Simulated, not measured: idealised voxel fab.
The process module presented herein is designated voxel self aligned vias.
Each square cell in cross-section cut measures 5 nm, and the section as a whole is 285 nm wide.
Each cross-section below is a grid of square cells, stated as bands in top-down order, with one or more rows of cells making up each band. Look at the band entry: it leads with the top's height and the bottom's height in nm. Then it lists the materials left to right, with a width in nm for each. The word "everywhere" on a single material says that material fills the band edge to edge. The word "air" is empty space. Heights are measured from 0, the level below which the as-received wafer is all one material; the lowest band has no bottom and continues downward, written as in "0 down". Graded width ("30->40"): value in top row of band = first number; value in bottom row = second number; row-to-row change constant. For the purposes of this document, the phrase "no change" attached to a step denotes that no cell within the cross-section was modified by that step. For the entry "Closed empty spaces", the listed items are empty spaces with no open way to the top whose size is 8 cells or more; each item follows the pattern width x height at distance, where distance is from the left edge and all three are in nm. On each step's line, the part that comes after the settings is the simulator's own comment on the step. When a step includes a mask, the "overlay nm" setting on its line states how far to the right of its planned place that mask lay, and negative values state how far to the left.
So here's the lineup of process steps we planned:
step 1: op RECEIVE | material Si
step 2: op CONFORMAL_DEP | material SiO2 | thk nm 10
step 3: op CONFORMAL_DEP | material SiCN | thk nm 5
step 4: op DIRECTIONAL_DEP | material SiO2 | thk nm 30
step 5: op PATTERN | tone open | mask id LINES | material resist | width nm 30 | pitch nm 60 | thk nm 15 | overlay nm 0
step 6: op DIRECTIONAL_ETCH | etch materials SiO2 | depth nm 30
step 7: op STRIP | etch materials resist
step 8: op CONFORMAL_DEP | material TiN | thk nm 5
step 9: op FILL_DEP | material W | thk nm 5
step 10: op CMP | height nm 45
step 11: op SELECTIVE_ETCH | etch materials W Ru TiN | depth nm 10
step 12: op FILL_DEP | material SiN | thk nm 5
step 13: op CMP | height nm 45
step 14: op DIRECTIONAL_DEP | material SiO2 | thk nm 15
step 15: op MASKED_ETCH | tone open | mask id VIAS | width nm 40 | pitch nm 60 | etch materials SiO2 | depth nm 15 | overlay nm 0
step 16: op MASKED_ETCH | tone open | mask id VIAS | width nm 40 | pitch nm 60 | etch materials SiN | depth nm 10 | overlay nm 0
step 17: op CONFORMAL_DEP | material TiN | thk nm 5
step 18: op FILL_DEP | material W | thk nm 10
step 19: op CMP | height nm 60
step 20: op CONFORMAL_DEP | material SiCN | thk nm 5
The first of two wafers, run as planned:
Cross-section of the wafer at receipt, which is the condition after step 1:
- 0 down: Si everywhere
- Closed empty spaces: none
State of the wafer after step 2, shown in cross-section:
- 10 to 0: SiO2 everywhere
- Rest of section, below 0: as before.
State of the wafer after step 3, shown in cross-section:
- 15 to 10: SiCN everywhere
- Rest of section, below 10: as before.
State of the wafer after step 4, shown in cross-section:
- 45 to 15: SiO2 everywhere
- Rest of section, below 15: as before.
State of the wafer after step 5, shown in cross-section:
- 60 to 45: resist 95 nm, air 30 nm, resist 30 nm, air 30 nm, resist 100 nm
- Rest of section, below 45: as before.
State of the wafer after step 6, shown in cross-section:
- 60 to 45: resist 95 nm, air 30 nm, resist 30 nm, air 30 nm, resist 100 nm
- 45 to 15: SiO2 95 nm, air 30 nm, SiO2 30 nm, air 30 nm, SiO2 100 nm
- Rest of section, below 15: as before.
State of the wafer after step 7, shown in cross-section:
- 45 to 15: SiO2 95 nm, air 30 nm, SiO2 30 nm, air 30 nm, SiO2 100 nm
- Rest of section, below 15: as before.
State of the wafer after step 8, shown in cross-section:
- 50 to 45: TiN 100 nm, air 20 nm, TiN 40 nm, air 20 nm, TiN 105 nm
- 45 to 20: SiO2 95 nm, TiN 5 nm, air 20 nm, TiN 5 nm, SiO2 30 nm, TiN 5 nm, air 20 nm, TiN 5 nm, SiO2 100 nm
- 20 to 15: SiO2 95 nm, TiN 30 nm, SiO2 30 nm, TiN 30 nm, SiO2 100 nm
- Rest of section, below 15: as before.
State of the wafer after step 9, shown in cross-section:
- 55 to 50: W everywhere
- 50 to 45: TiN 100 nm, W 20 nm, TiN 40 nm, W 20 nm, TiN 105 nm
- 45 to 20: SiO2 95 nm, TiN 5 nm, W 20 nm, TiN 5 nm, SiO2 30 nm, TiN 5 nm, W 20 nm, TiN 5 nm, SiO2 100 nm
- Rest of section, below 20: as before.
State of the wafer after step 10, shown in cross-section:
- 45 to 20: SiO2 95 nm, TiN 5 nm, W 20 nm, TiN 5 nm, SiO2 30 nm, TiN 5 nm, W 20 nm, TiN 5 nm, SiO2 100 nm
- Rest of section, below 20: as before.
State of the wafer after step 11, shown in cross-section:
- 45 to 35: SiO2 95 nm, air 30 nm, SiO2 30 nm, air 30 nm, SiO2 100 nm
- Rest of section, below 35: as before.
State of the wafer after step 12, shown in cross-section:
- 50 to 45: SiN everywhere
- 45 to 35: SiO2 95 nm, SiN 30 nm, SiO2 30 nm, SiN 30 nm, SiO2 100 nm
- Rest of section, below 35: as before.
State of the wafer after step 13, shown in cross-section:
- 45 to 35: SiO2 95 nm, SiN 30 nm, SiO2 30 nm, SiN 30 nm, SiO2 100 nm
- Rest of section, below 35: as before.
State of the wafer after step 14, shown in cross-section:
- 60 to 45: SiO2 everywhere
- Rest of section, below 45: as before.
State of the wafer after step 15, shown in cross-section:
- 60 to 45: SiO2 90 nm, air 40 nm, SiO2 20 nm, air 40 nm, SiO2 95 nm
- Rest of section, below 45: as before.
State of the wafer after step 16, shown in cross-section:
- 60 to 45: SiO2 90 nm, air 40 nm, SiO2 20 nm, air 40 nm, SiO2 95 nm
- 45 to 35: SiO2 95 nm, air 30 nm, SiO2 30 nm, air 30 nm, SiO2 100 nm
- Rest of section, below 35: as before.
State of the wafer after step 17, shown in cross-section:
- 65 to 60: TiN 95 nm, air 30 nm, TiN 30 nm, air 30 nm, TiN 100 nm
- 60 to 50: SiO2 90 nm, TiN 5 nm, air 30 nm, TiN 5 nm, SiO2 20 nm, TiN 5 nm, air 30 nm, TiN 5 nm, SiO2 95 nm
- 50 to 40: SiO2 90->95 nm, TiN 10->5 nm, air 20 nm, TiN 10->5 nm, SiO2 20->30 nm, TiN 10->5 nm, air 20 nm, TiN 10->5 nm, SiO2 95->100 nm
- 40 to 35: SiO2 95 nm, TiN 30 nm, SiO2 30 nm, TiN 30 nm, SiO2 100 nm
- Rest of section, below 35: as before.
State of the wafer after step 18, shown in cross-section:
- 75 to 65: W everywhere
- 65 to 60: TiN 95 nm, W 30 nm, TiN 30 nm, W 30 nm, TiN 100 nm
- 60 to 50: SiO2 90 nm, TiN 5 nm, W 30 nm, TiN 5 nm, SiO2 20 nm, TiN 5 nm, W 30 nm, TiN 5 nm, SiO2 95 nm
- 50 to 40: SiO2 90->95 nm, TiN 10->5 nm, W 20 nm, TiN 10->5 nm, SiO2 20->30 nm, TiN 10->5 nm, W 20 nm, TiN 10->5 nm, SiO2 95->100 nm
- Rest of section, below 40: as before.
State of the wafer after step 19, shown in cross-section:
- 60 to 50: SiO2 90 nm, TiN 5 nm, W 30 nm, TiN 5 nm, SiO2 20 nm, TiN 5 nm, W 30 nm, TiN 5 nm, SiO2 95 nm
- Rest of section, below 50: as before.
State of the wafer after step 20, shown in cross-section:
- 65 to 60: SiCN everywhere
- Rest of section, below 60: as before.
The Second Wafer: Common Origin and Plan, One Mistake in Execution, Identical to the First Through Step 1:
Second wafer, cut view, end of step 2 per plan:
- 5 to 0: SiCN everywhere
- Rest of section, below 0: as before.
Second wafer, cut view, end of step 3 per plan:
- 15 to 5: SiO2 everywhere
- Rest of section, below 5: as before.
Second wafer, cut view, end of step 4 per plan:
- 45 to 5: SiO2 everywhere
- Rest of section, below 5: as before.
Second wafer, cut view, end of step 5 per plan:
- 60 to 45: resist 95 nm, air 30 nm, resist 30 nm, air 30 nm, resist 100 nm
- Rest of section, below 45: as before.
Second wafer, cut view, end of step 6 per plan:
- 60 to 45: resist 95 nm, air 30 nm, resist 30 nm, air 30 nm, resist 100 nm
- 45 to 15: SiO2 95 nm, air 30 nm, SiO2 30 nm, air 30 nm, SiO2 100 nm
- Rest of section, below 15: as before.
Second wafer, cut view, end of step 7 per plan:
- 45 to 15: SiO2 95 nm, air 30 nm, SiO2 30 nm, air 30 nm, SiO2 100 nm
- Rest of section, below 15: as before.
Second wafer, cut view, end of step 8 per plan:
- 50 to 45: TiN 100 nm, air 20 nm, TiN 40 nm, air 20 nm, TiN 105 nm
- 45 to 20: SiO2 95 nm, TiN 5 nm, air 20 nm, TiN 5 nm, SiO2 30 nm, TiN 5 nm, air 20 nm, TiN 5 nm, SiO2 100 nm
- 20 to 15: SiO2 95 nm, TiN 30 nm, SiO2 30 nm, TiN 30 nm, SiO2 100 nm
- Rest of section, below 15: as before.
Second wafer, cut view, end of step 9 per plan:
- 55 to 50: W everywhere
- 50 to 45: TiN 100 nm, W 20 nm, TiN 40 nm, W 20 nm, TiN 105 nm
- 45 to 20: SiO2 95 nm, TiN 5 nm, W 20 nm, TiN 5 nm, SiO2 30 nm, TiN 5 nm, W 20 nm, TiN 5 nm, SiO2 100 nm
- Rest of section, below 20: as before.
Second wafer, cut view, end of step 10 per plan:
- 45 to 20: SiO2 95 nm, TiN 5 nm, W 20 nm, TiN 5 nm, SiO2 30 nm, TiN 5 nm, W 20 nm, TiN 5 nm, SiO2 100 nm
- Rest of section, below 20: as before.
Second wafer, cut view, end of step 11 per plan:
- 45 to 35: SiO2 95 nm, air 30 nm, SiO2 30 nm, air 30 nm, SiO2 100 nm
- Rest of section, below 35: as before.
Second wafer, cut view, end of step 12 per plan:
- 50 to 45: SiN everywhere
- 45 to 35: SiO2 95 nm, SiN 30 nm, SiO2 30 nm, SiN 30 nm, SiO2 100 nm
- Rest of section, below 35: as before.
Second wafer, cut view, end of step 13 per plan:
- 45 to 35: SiO2 95 nm, SiN 30 nm, SiO2 30 nm, SiN 30 nm, SiO2 100 nm
- Rest of section, below 35: as before.
Second wafer, cut view, end of step 14 per plan:
- 60 to 45: SiO2 everywhere
- Rest of section, below 45: as before.
Second wafer, cut view, end of step 15 per plan:
- 60 to 45: SiO2 90 nm, air 40 nm, SiO2 20 nm, air 40 nm, SiO2 95 nm
- Rest of section, below 45: as before.
Second wafer, cut view, end of step 16 per plan:
- 60 to 45: SiO2 90 nm, air 40 nm, SiO2 20 nm, air 40 nm, SiO2 95 nm
- 45 to 35: SiO2 95 nm, air 30 nm, SiO2 30 nm, air 30 nm, SiO2 100 nm
- Rest of section, below 35: as before.
Second wafer, cut view, end of step 17 per plan:
- 65 to 60: TiN 95 nm, air 30 nm, TiN 30 nm, air 30 nm, TiN 100 nm
- 60 to 50: SiO2 90 nm, TiN 5 nm, air 30 nm, TiN 5 nm, SiO2 20 nm, TiN 5 nm, air 30 nm, TiN 5 nm, SiO2 95 nm
- 50 to 40: SiO2 90->95 nm, TiN 10->5 nm, air 20 nm, TiN 10->5 nm, SiO2 20->30 nm, TiN 10->5 nm, air 20 nm, TiN 10->5 nm, SiO2 95->100 nm
- 40 to 35: SiO2 95 nm, TiN 30 nm, SiO2 30 nm, TiN 30 nm, SiO2 100 nm
- Rest of section, below 35: as before.
Second wafer, cut view, end of step 18 per plan:
- 75 to 65: W everywhere
- 65 to 60: TiN 95 nm, W 30 nm, TiN 30 nm, W 30 nm, TiN 100 nm
- 60 to 50: SiO2 90 nm, TiN 5 nm, W 30 nm, TiN 5 nm, SiO2 20 nm, TiN 5 nm, W 30 nm, TiN 5 nm, SiO2 95 nm
- 50 to 40: SiO2 90->95 nm, TiN 10->5 nm, W 20 nm, TiN 10->5 nm, SiO2 20->30 nm, TiN 10->5 nm, W 20 nm, TiN 10->5 nm, SiO2 95->100 nm
- Rest of section, below 40: as before.
Second wafer, cut view, end of step 19 per plan:
- 60 to 50: SiO2 90 nm, TiN 5 nm, W 30 nm, TiN 5 nm, SiO2 20 nm, TiN 5 nm, W 30 nm, TiN 5 nm, SiO2 95 nm
- Rest of section, below 50: as before.
Second wafer, cut view, end of step 20 per plan:
- 65 to 60: SiCN everywhere
- Rest of section, below 60: as before.
It is concluded that the wafer was processed incorrectly with respect to the plan, in that steps 2 and 3 run out of order (swapped)
at the end the second wafer has, in cells: as many of each material as the first, in other places
